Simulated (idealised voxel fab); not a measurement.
Documented hereafter: the process module known as voxel ribs on slabs.
It is cross-section cut that appears here, measuring 170 nm in width, its square cells being 5 nm in size.
This document writes a cross-section as a grid whose cells are square, and gives it as bands, listed from the top down; one or more rows of cells form a band. Quick guide to a band line: top height, bottom height (nm) up front; then every material left to right with its width in nm. Only one material and it's marked "throughout"? Then it fills the band edge to edge. And "empty" just means empty space. Heights are expressed relative to 0, this being the level below which the as-received wafer comprises one material exclusively. The lowest band is unbounded in the downward direction and is denoted as in "0 nm and below". A width given as "30..40" starts at the first number in the band's top row and ends at the second number in its bottom row, shifting by an equal amount at every step from row to row. Where the words "remained the same" appear for a step, the cross-section shows no cell changed by that step; every cell remained as before. "Completely enclosed voids" contains a list of empty spaces, each no smaller than 8 cells and without an open way to the top, written in the form width x height at distance with the distance from the left edge and all three in nm. It should be noted that, on the line of a given step, the content following the step's settings is a remark produced by the simulator itself with respect to that step. Among the settings permitted on a step's line is "overlay nm"; applied to a step with a mask, it specifies the extent to which the mask lay to the right of its planned position, whereas a negative figure signifies a position to the left.

-- Intended process steps
- 1: RECEIVE: material Si
- 2: DIRECTIONAL_DEP: material SiO2, thk nm 30
- 3: DIRECTIONAL_DEP: material polySi, thk nm 25
- 4: DIRECTIONAL_DEP: material aC, thk nm 10
- 5: PATTERN: tone cover, mask id RIB, material resist, width nm 25, thk nm 30, overlay nm 0
- 6: DIRECTIONAL_ETCH: etch materials aC, depth nm 10
- 7: STRIP: etch materials resist
- 8: DIRECTIONAL_ETCH: etch materials polySi, depth nm 10
- 9: STRIP: etch materials aC
- 10: MASKED_ETCH: tone cover, mask id SLAB, width nm 55, etch materials polySi, depth nm 15, overlay nm 0
- 11: FILL_DEP: material SiO2, thk nm 25
- 12: CMP: height nm 75
- 13: DIRECTIONAL_DEP: material W, thk nm 10
- 14: DIRECTIONAL_DEP: material aC, thk nm 15
- 15: PATTERN: tone cover, mask id HEATER, material resist, width nm 35, thk nm 30, overlay nm 0
- 16: DIRECTIONAL_ETCH: etch materials aC, depth nm 15
- 17: STRIP: etch materials resist
- 18: DIRECTIONAL_ETCH: etch materials W, depth nm 10
- 19: STRIP: etch materials aC
- 20: CONFORMAL_DEP: material SiO2, thk nm 5

-- Account of the first of two wafers, which was processed as intended

-- This is the cross-section of the wafer as we received it, i.e. after step 1
    0 nm and below  Si throughout
    Completely enclosed voids: none

-- Sectional view: wafer, after step 2
    30 nm to 0 nm  SiO2 throughout
    For the remainder of the cross-section, below 0, there is no change.

-- Sectional view: wafer, after step 3
    55 nm to 30 nm  polySi throughout
    For the remainder of the cross-section, below 30, there is no change.

-- Sectional view: wafer, after step 4
    65 nm to 55 nm  aC throughout
    For the remainder of the cross-section, below 55, there is no change.

-- Sectional view: wafer, after step 5
    95 nm to 65 nm  empty=70, then resist=25, then empty=75
    For the remainder of the cross-section, below 65, there is no change.

-- Sectional view: wafer, after step 6
    85 nm to 65 nm  empty=70, then resist=25, then empty=75
    65 nm to 55 nm  empty=70, then aC=25, then empty=75
    For the remainder of the cross-section, below 55, there is no change.

-- Sectional view: wafer, after step 7
    65 nm to 55 nm  empty=70, then aC=25, then empty=75
    For the remainder of the cross-section, below 55, there is no change.

-- Sectional view: wafer, after step 8
    65 nm to 55 nm  empty=70, then aC=25, then empty=75
    55 nm to 45 nm  empty=70, then polySi=25, then empty=75
    For the remainder of the cross-section, below 45, there is no change.

-- Sectional view: wafer, after step 9
    55 nm to 45 nm  empty=70, then polySi=25, then empty=75
    For the remainder of the cross-section, below 45, there is no change.

-- Sectional view: wafer, after step 10
    55 nm to 45 nm  empty=70, then polySi=25, then empty=75
    45 nm to 30 nm  empty=55, then polySi=55, then empty=60
    For the remainder of the cross-section, below 30, there is no change.

-- Sectional view: wafer, after step 11
    80 nm to 55 nm  SiO2 throughout
    55 nm to 45 nm  SiO2=70, then polySi=25, then SiO2=75
    45 nm to 30 nm  SiO2=55, then polySi=55, then SiO2=60
    For the remainder of the cross-section, below 30, there is no change.

-- Sectional view: wafer, after step 12
    75 nm to 55 nm  SiO2 throughout
    For the remainder of the cross-section, below 55, there is no change.

-- Sectional view: wafer, after step 13
    85 nm to 75 nm  W throughout
    For the remainder of the cross-section, below 75, there is no change.

-- Sectional view: wafer, after step 14
    100 nm to 85 nm  aC throughout
    For the remainder of the cross-section, below 85, there is no change.

-- Sectional view: wafer, after step 15
    130 nm to 100 nm  empty=65, then resist=35, then empty=70
    For the remainder of the cross-section, below 100, there is no change.

-- Sectional view: wafer, after step 16
    115 nm to 100 nm  empty=65, then resist=35, then empty=70
    100 nm to 85 nm  empty=65, then aC=35, then empty=70
    For the remainder of the cross-section, below 85, there is no change.

-- Sectional view: wafer, after step 17
    100 nm to 85 nm  empty=65, then aC=35, then empty=70
    For the remainder of the cross-section, below 85, there is no change.

-- Sectional view: wafer, after step 18
    100 nm to 85 nm  empty=65, then aC=35, then empty=70
    85 nm to 75 nm  empty=65, then W=35, then empty=70
    For the remainder of the cross-section, below 75, there is no change.

-- Sectional view: wafer, after step 19
    85 nm to 75 nm  empty=65, then W=35, then empty=70
    For the remainder of the cross-section, below 75, there is no change.

-- Sectional view: wafer, after step 20
    90 nm to 85 nm  empty=60, then SiO2=45, then empty=65
    85 nm to 80 nm  empty=60, then SiO2=5, then W=35, then SiO2=5, then empty=65
    80 nm to 75 nm  SiO2=65, then W=35, then SiO2=70
    For the remainder of the cross-section, below 75, there is no change.

-- Second wafer, same starting conditions and recipe as the first, one mistake in executing it, nothing differs from the first up to and including step 1

-- Second wafer, section view, time point: scheduled end of step 2
    60 nm to 0 nm  SiO2 throughout
    For the remainder of the cross-section, below 0, there is no change.

-- Second wafer, section view, time point: scheduled end of step 3
    85 nm to 60 nm  polySi throughout
    For the remainder of the cross-section, below 60, there is no change.

-- Second wafer, section view, time point: scheduled end of step 4
    95 nm to 85 nm  aC throughout
    For the remainder of the cross-section, below 85, there is no change.

-- Second wafer, section view, time point: scheduled end of step 5
    125 nm to 95 nm  empty=70, then resist=25, then empty=75
    For the remainder of the cross-section, below 95, there is no change.

-- Second wafer, section view, time point: scheduled end of step 6
    115 nm to 95 nm  empty=70, then resist=25, then empty=75
    95 nm to 85 nm  empty=70, then aC=25, then empty=75
    For the remainder of the cross-section, below 85, there is no change.

-- Second wafer, section view, time point: scheduled end of step 7
    95 nm to 85 nm  empty=70, then aC=25, then empty=75
    For the remainder of the cross-section, below 85, there is no change.

-- Second wafer, section view, time point: scheduled end of step 8
    95 nm to 85 nm  empty=70, then aC=25, then empty=75
    85 nm to 75 nm  empty=70, then polySi=25, then empty=75
    For the remainder of the cross-section, below 75, there is no change.

-- Second wafer, section view, time point: scheduled end of step 9
    85 nm to 75 nm  empty=70, then polySi=25, then empty=75
    For the remainder of the cross-section, below 75, there is no change.

-- Second wafer, section view, time point: scheduled end of step 10
    85 nm to 75 nm  empty=70, then polySi=25, then empty=75
    75 nm to 60 nm  empty=55, then polySi=55, then empty=60
    For the remainder of the cross-section, below 60, there is no change.

-- Second wafer, section view, time point: scheduled end of step 11
    110 nm to 85 nm  SiO2 throughout
    85 nm to 75 nm  SiO2=70, then polySi=25, then SiO2=75
    75 nm to 60 nm  SiO2=55, then polySi=55, then SiO2=60
    For the remainder of the cross-section, below 60, there is no change.

-- Second wafer, section view, time point: scheduled end of step 12
    75 nm to 60 nm  SiO2=55, then polySi=55, then SiO2=60
    For the remainder of the cross-section, below 60, there is no change.

-- Second wafer, section view, time point: scheduled end of step 13
    85 nm to 75 nm  W throughout
    For the remainder of the cross-section, below 75, there is no change.

-- Second wafer, section view, time point: scheduled end of step 14
    100 nm to 85 nm  aC throughout
    For the remainder of the cross-section, below 85, there is no change.

-- Second wafer, section view, time point: scheduled end of step 15
    130 nm to 100 nm  empty=65, then resist=35, then empty=70
    For the remainder of the cross-section, below 100, there is no change.

-- Second wafer, section view, time point: scheduled end of step 16
    115 nm to 100 nm  empty=65, then resist=35, then empty=70
    100 nm to 85 nm  empty=65, then aC=35, then empty=70
    For the remainder of the cross-section, below 85, there is no change.

-- Second wafer, section view, time point: scheduled end of step 17
    100 nm to 85 nm  empty=65, then aC=35, then empty=70
    For the remainder of the cross-section, below 85, there is no change.

-- Second wafer, section view, time point: scheduled end of step 18
    100 nm to 85 nm  empty=65, then aC=35, then empty=70
    85 nm to 75 nm  empty=65, then W=35, then empty=70
    For the remainder of the cross-section, below 75, there is no change.

-- Second wafer, section view, time point: scheduled end of step 19
    85 nm to 75 nm  empty=65, then W=35, then empty=70
    For the remainder of the cross-section, below 75, there is no change.

-- Second wafer, section view, time point: scheduled end of step 20
    90 nm to 85 nm  empty=60, then SiO2=45, then empty=65
    85 nm to 80 nm  empty=60, then SiO2=5, then W=35, then SiO2=5, then empty=65
    80 nm to 75 nm  SiO2=65, then W=35, then SiO2=70
    For the remainder of the cross-section, below 75, there is no change.
Nonconformance to the process plan: in the plan, step 2 was performed twice
FYI, end of process, the second wafer has more or fewer cells of some materials than the first: 10 more of SiO2; 10 fewer of polySi
